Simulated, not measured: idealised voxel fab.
Process module under the name voxel self aligned contacts
This is section cut - it's 260 nm across, gridded in 5 nm square cells.
Format of a cross-section: grid, square cells. Given as bands. Order: top down. Band: one or more rows of cells.
What a band's entry tells you: where the top is and where the bottom is, as heights in nm, and after that what lies inside, material by material from left to right, each with its width in nm. Empty space is written as the word "blank", and a single material marked with the word "full width" occupies the band from edge to edge.
Heights are measured from 0, the level below which the as-received wafer is all one material; the lowest band has no bottom and continues downward, written as in "0 and below".
Note: "30->40" means the width goes from the first number (top row of the band) to the second number (bottom row) in equal steps per row of cells.
A step reported as "left unchanged" is a step in which no cell of the cross-section changed.
If an empty space has no open way to the top and is at least 8 cells in size, "Sealed void listing" lists it, written width x height at distance, where distance is measured from the left edge and every value is in nm.
The remark found on a step's line after its settings is issued by the simulator itself and pertains to that step.
Among the settings permitted on a step's line is "overlay nm"; applied to a step with a mask, it specifies the extent to which the mask lay to the right of its planned position, whereas a negative figure signifies a position to the left.
So here's the lineup of process steps we planned
1,RECEIVE | material Si
2,CONFORMAL_DEP | material SiO2 | thk nm 5
3,DIRECTIONAL_DEP | material polySi | thk nm 30
4,DIRECTIONAL_DEP | material SiN | thk nm 25
5,MASKED_ETCH | tone cover | mask id GATE | width nm 30 | pitch nm 75 | etch materials SiN | depth nm 25 | overlay nm 0
6,MASKED_ETCH | tone cover | mask id GATE | width nm 30 | pitch nm 75 | etch materials polySi | depth nm 30 | overlay nm 0
7,CONFORMAL_DEP | material SiN | thk nm 10
8,DIRECTIONAL_ETCH | etch materials SiN | depth nm 10
9,FILL_DEP | material SiO2 | thk nm 15
10,CMP | height nm 65
11,MASKED_ETCH | tone open | mask id CONTACT | width nm 55 | etch materials SiO2 | depth nm 65 | overlay nm 0
12,CONFORMAL_DEP | material TiN | thk nm 5
13,FILL_DEP | material W | thk nm 5
14,CMP | height nm 65
15,CONFORMAL_DEP | material SiN | thk nm 5
Delivered wafer in cross-section: state after step 1
  0 and below: Si full width
  Sealed void listing: none
As-planned run: cross-section of the first of two wafers at end of module
  70 down to 65: SiN full width
  65 down to 60: 100 SiO2, 20 TiN, 15 W, 20 TiN, 105 SiO2
  60 down to 35: 65 SiO2, 50 SiN, 5 TiN, 15 W, 5 TiN, 50 SiN, 70 SiO2
  35 down to 5: 65 SiO2, 10 SiN, 30 polySi, 10 SiN, 5 TiN, 15 W, 5 TiN, 10 SiN, 30 polySi, 10 SiN, 70 SiO2
  5 down to 0: 115 SiO2, 25 TiN, 120 SiO2
  0 and below: Si full width
  Sealed void listing: none
Module end: cross-section of wafer two of two. Same start and process plan as the first wafer. One mistake during execution
  70 down to 65: SiN full width
  65 down to 60: 100 SiO2, 20 TiN, 15 W, 20 TiN, 105 SiO2
  60 down to 35: 65 SiO2, 50 SiN, 5 TiN, 15 W, 5 TiN, 50 SiN, 70 SiO2
  35 down to 20: 65 SiO2, 10 SiN, 30 polySi, 10 SiN, 5 TiN, 15 W, 5 TiN, 10 SiN, 30 polySi, 10 SiN, 70 SiO2
  20 down to 15: 65 SiO2, 10 SiN, 30 polySi, 10 SiN, 25 TiN, 10 SiN, 30 polySi, 10 SiN, 70 SiO2
  15 down to 5: polySi full width
  5 down to 0: SiO2 full width
  0 and below: Si full width
  Sealed void listing: none
Deviation from plan: not per plan at step 6, really ran MASKED_ETCH | tone cover | mask id GATE | width nm 30 | pitch nm 75 | etch materials polySi | depth nm 20 | overlay nm 0
It is noted that, at the conclusion of processing, the second wafer exhibits a higher or lower cell count for certain materials relative to the first: -16 SiN | -49 SiO2 | -6 TiN | -9 W | +80 polySi
